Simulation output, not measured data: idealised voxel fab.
The process module that follows is named voxel ribs on slabs.
Each square cell in cross-section cut measures 5 nm, and the section as a whole is 185 nm wide.
This document writes a cross-section as a grid whose cells are square, and gives it as bands, listed from the top down; one or more rows of cells form a band.
Each band's line starts with the height of the band's top and of its bottom, in nm. Then come its materials from left to right, each with its width in nm. One material with "edge to edge" fills the band from edge to edge. "air" is empty space.
All heights in this document are referenced to 0, defined as the level beneath which the wafer, as received, consists entirely of one material. The lowest band is not bounded below; it extends indefinitely downward and is written in the form "from 0 down".
Graded width ("30->40"): value in top row of band = first number; value in bottom row = second number; row-to-row change constant.
A step reported as "nothing was modified" is a step in which no cell of the cross-section changed.
Listed in "Enclosed void listing": every empty space of 8 or more cells without an open way to the top. Form: width x height at distance, the distance being from the left edge, all in nm.
Text after the settings on a step's line: the simulator's own remark on that step.
Steps that use a mask can have "overlay nm" on their line. It says how far the mask sat to the right of where it was meant to be. Negative means to the left.
Here's what the planned process steps look like
- 1: RECEIVE, material Si
- 2: DIRECTIONAL_DEP, material SiO2, thk nm 25
- 3: DIRECTIONAL_DEP, material SiN, thk nm 20
- 4: MASKED_ETCH, tone cover, mask id RIB, width nm 25, etch materials SiN, depth nm 10, overlay nm 0
- 5: MASKED_ETCH, tone cover, mask id SLAB, width nm 75, etch materials SiN, depth nm 10, overlay nm 0
- 6: FILL_DEP, material SiO2, thk nm 25
- 7: CMP, height nm 60
- 8: DIRECTIONAL_DEP, material TiN, thk nm 10
- 9: MASKED_ETCH, tone cover, mask id HEATER, width nm 35, etch materials TiN, depth nm 10, overlay nm 0
- 10: CONFORMAL_DEP, material SiO2, thk nm 5
Cross-section of the incoming wafer, state after step 1
from 0 down | Si edge to edge
Enclosed void listing: none
Cross-sectional view of the first of the two wafers upon completion of the module, processed in accordance with the plan
from 75 to 70 | air (70)  SiO2 (45)  air (70)
from 70 to 65 | air (70)  SiO2 (5)  TiN (35)  SiO2 (5)  air (70)
from 65 to 60 | SiO2 (75)  TiN (35)  SiO2 (75)
from 60 to 45 | SiO2 edge to edge
from 45 to 35 | SiO2 (80)  SiN (25)  SiO2 (80)
from 35 to 25 | SiO2 (55)  SiN (75)  SiO2 (55)
from 25 to 0 | SiO2 edge to edge
from 0 down | Si edge to edge
Enclosed void listing: none
Second wafer of the two, sectioned at the end of the module. It began like the first and followed the same plan, but one mistake was made while running it
from 75 to 70 | air (70)  SiO2 (45)  air (70)
from 70 to 65 | air (70)  SiO2 (5)  TiN (35)  SiO2 (5)  air (70)
from 65 to 60 | SiO2 (75)  TiN (35)  SiO2 (75)
from 60 to 55 | SiO2 (80)  SiN (25)  SiO2 (80)
from 55 to 45 | SiO2 (55)  SiN (75)  SiO2 (55)
from 45 to 25 | SiN edge to edge
from 25 to 0 | SiO2 edge to edge
from 0 down | Si edge to edge
Enclosed void listing: none
Deviation from plan: twice over, step 3 of the plan was run
Final wafer comparison in cells, second versus first, more or fewer per material: SiN +143 | SiO2 -143
